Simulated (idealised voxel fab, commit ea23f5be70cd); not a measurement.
process module | voxel self aligned vias
cross-section cut | 255 nm wide | cells 5 nm
A cross-section is a grid of square cells, given in bands from the top down. A band is one or more rows of cells.
Each band's line starts with the height of the band's top and of its bottom, in nm. Then come its materials from left to right, each with its width in nm. One material with "throughout" fills the band from edge to edge. "air" is empty space.
Height 0 is the level under which the wafer as received is all one material. The lowest band goes on downwards, as in "0 down".
A width such as "30 to 40" changes by the same amount from each row of cells to the next, from the band's top row to its bottom row.
"no change" after a step means that no cell of the cross-section changed.
closed voids: empty space of 8 cells or more with no open way to the top, each as width x height at its distance from the left edge, in nm
after a step's settings: what the simulator itself notes on the step
overlay nm, on a step with a mask: how far to the right of its planned place the mask lay; to the left if negative
plan
1 op RECEIVE | material Si
2 op CONFORMAL_DEP | material SiO2 | thk nm 10
3 op CONFORMAL_DEP | material SiCN | thk nm 5
4 op DIRECTIONAL_DEP | material SiO2 | thk nm 25
5 op DIRECTIONAL_DEP | material aC | thk nm 15
6 op PATTERN | tone open | mask id LINES | material resist | width nm 15 | pitch nm 75 | thk nm 30 | overlay nm 0
7 op DIRECTIONAL_ETCH | etch materials aC | depth nm 15
8 op STRIP | etch materials resist
9 op DIRECTIONAL_ETCH | etch materials SiO2 | depth nm 25
10 op STRIP | etch materials aC
11 op CONFORMAL_DEP | material TiN | thk nm 5
12 op FILL_DEP | material Ru | thk nm 5
13 op CMP | height nm 40
14 op SELECTIVE_ETCH | etch materials W Ru TiN | depth nm 10
15 op FILL_DEP | material SiN | thk nm 5
16 op CMP | height nm 40
17 op DIRECTIONAL_DEP | material SiO2 | thk nm 15
18 op PATTERN | tone open | mask id VIAS | material resist | width nm 45 | pitch nm 150 | thk nm 15 | overlay nm 0
19 op DIRECTIONAL_ETCH | etch materials SiO2 | depth nm 15
20 op DIRECTIONAL_ETCH | etch materials SiN | depth nm 10
21 op STRIP | etch materials resist
22 op CONFORMAL_DEP | material TiN | thk nm 5
23 op FILL_DEP | material Cu | thk nm 10
24 op CMP | height nm 55
25 op CONFORMAL_DEP | material SiN | thk nm 5
varied across the wafers: width nm of step 6. The plan shows the first wafer's value. All wafers start alike
first wafer as received, after step 1
  0 down: Si throughout
  closed voids: none
each wafer at the end: cells of each material gained (+) or lost (-) since it was received, then its closed voids
width nm 15 | +32 Cu | +6 Ru | +51 SiCN | +57 SiN | +411 SiO2 | +55 TiN | closed voids: none
width nm 20 | +36 Cu | +12 Ru | +51 SiCN | +59 SiN | +396 SiO2 | +58 TiN | closed voids: none
width nm 25 | +40 Cu | +18 Ru | +51 SiCN | +61 SiN | +381 SiO2 | +61 TiN | closed voids: none
width nm 30 | +44 Cu | +24 Ru | +51 SiCN | +63 SiN | +366 SiO2 | +64 TiN | closed voids: none
width nm 35 | +48 Cu | +30 Ru | +51 SiCN | +65 SiN | +351 SiO2 | +67 TiN | closed voids: none
width nm 40 | +52 Cu | +36 Ru | +51 SiCN | +67 SiN | +336 SiO2 | +70 TiN | closed voids: none
